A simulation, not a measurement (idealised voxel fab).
A process module follows: voxel ribs on slabs.
Cross-sectional view cut (width: 200 nm; square cell size: 5 nm).
Cross-sections here: square-cell grids, written as top-down lists of bands, a band being one or more rows of cells.
Top height, bottom height, nm. Materials left to right, width each, nm. Single material + "throughout" = fills band edge to edge. "empty" = empty.
Note: height 0 marks the level under which the wafer is uniformly one material as received. Lowest band unbounded below, written "z 0 and below".
When a width is written as two numbers, as in "30..40", the first number is the width in the top row of cells of the band and the second is the width in its bottom row, and the width changes by the same amount from each row to the next.
For the purposes of this document, the phrase "remained unchanged" attached to a step denotes that no cell within the cross-section was modified by that step.
This entry, "Cavities, closed", enumerates those empty regions of no fewer than 8 cells that possess no open connection to the top. Each region is reported in the form width x height at distance, the distance being taken from the left edge, with all three quantities expressed in nm.
after a step's settings: what the simulator itself notes on the step
A step's line can hold "overlay nm"; with a mask on that step, the setting says how far right of the planned place the mask lay, while a negative setting says it lay to the left.

-- Here's what the planned process steps look like
- 1: RECEIVE,material Si
- 2: DIRECTIONAL_DEP,material SiO2,thk nm 20
- 3: DIRECTIONAL_DEP,material SiN,thk nm 20
- 4: DIRECTIONAL_DEP,material aC,thk nm 10
- 5: PATTERN,tone cover,mask id RIB,material resist,width nm 20,thk nm 25,overlay nm 0
- 6: DIRECTIONAL_ETCH,etch materials aC,depth nm 10
- 7: STRIP,etch materials resist
- 8: DIRECTIONAL_ETCH,etch materials SiN,depth nm 10
- 9: STRIP,etch materials aC
- 10: DIRECTIONAL_DEP,material aC,thk nm 15
- 11: PATTERN,tone cover,mask id SLAB,material resist,width nm 50,thk nm 30,overlay nm 0
- 12: DIRECTIONAL_ETCH,etch materials aC,depth nm 15
- 13: STRIP,etch materials resist
- 14: DIRECTIONAL_ETCH,etch materials SiN,depth nm 10
- 15: STRIP,etch materials aC
- 16: FILL_DEP,material SiO2,thk nm 30
- 17: CMP,height nm 60
- 18: DIRECTIONAL_DEP,material TiN,thk nm 5
- 19: MASKED_ETCH,tone cover,mask id HEATER,width nm 30,etch materials TiN,depth nm 5,overlay nm 0
- 20: CONFORMAL_DEP,material SiN,thk nm 5

-- As-received state of the wafer in cross-section, equivalent to post-step 1
- z 0 and below = Si throughout
- Cavities, closed: none

-- The cross-section shown corresponds to the wafer at the conclusion of the module. The initial structure and the process plan are those presented above; however, one mistake occurred in executing the plan
- z 65 to 60 = empty: 85; TiN: 30; empty: 85
- z 60 to 40 = SiO2 throughout
- z 40 to 30 = SiO2: 90; SiN: 20; SiO2: 90
- z 30 to 20 = SiO2: 75; SiN: 50; SiO2: 75
- z 20 to 0 = SiO2 throughout
- z 0 and below = Si throughout
- Cavities, closed: none
What broke from the plan during processing? step 20 was dropped from the plan's execution and never run
